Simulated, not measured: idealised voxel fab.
process module | voxel local oxidation
cross-section cut | 210 nm wide | cells 5 nm
A cross-section is a grid of square cells, given in bands from the top down. A band is one or more rows of cells.
Each band's line starts with the height of the band's top and of its bottom, in nm. Then come its materials from left to right, each with its width in nm. One material with "throughout" fills the band from edge to edge. "air" is empty space.
Height 0 is the level under which the wafer as received is all one material. The lowest band goes on downwards, as in "0 down".
A width such as "30 to 40" changes by the same amount from each row of cells to the next, from the band's top row to its bottom row.
"no change" after a step means that no cell of the cross-section changed.
closed voids: empty space of 8 cells or more with no open way to the top, each as width x height at its distance from the left edge, in nm
after a step's settings: what the simulator itself notes on the step
overlay nm, on a step with a mask: how far to the right of its planned place the mask lay; to the left if negative
plan
1 op RECEIVE | material Si
2 op CONFORMAL_DEP | material SiO2 | thk nm 5
3 op CONFORMAL_DEP | material SiN | thk nm 10
4 op DIRECTIONAL_DEP | material aC | thk nm 5
5 op PATTERN | tone cover | mask id ACTIVE | material resist | width nm 125 | thk nm 25 | overlay nm 0
6 op DIRECTIONAL_ETCH | etch materials aC | depth nm 10
7 op STRIP | etch materials resist
8 op DIRECTIONAL_ETCH | etch materials SiN | depth nm 10
9 op STRIP | etch materials aC
10 op SELECTIVE_ETCH | etch materials SiO2 | depth nm 5
11 op OXIDIZE | depth nm 15
12 op STRIP | etch materials SiN
varied across the wafers: thk nm of step 4. The plan shows the first wafer's value. All wafers start alike
first wafer as received, after step 1
  0 down: Si throughout
  closed voids: none
each wafer at the end: cells of each material gained (+) or lost (-) since it was received, then its closed voids
thk nm 5 | -75 Si | +98 SiO2 | closed voids: none
thk nm 10 | -75 Si | +98 SiO2 | closed voids: none
thk nm 15 | +42 SiO2 | closed voids: none
thk nm 20 | +42 SiO2 | closed voids: none
thk nm 25 | +42 SiO2 | closed voids: none
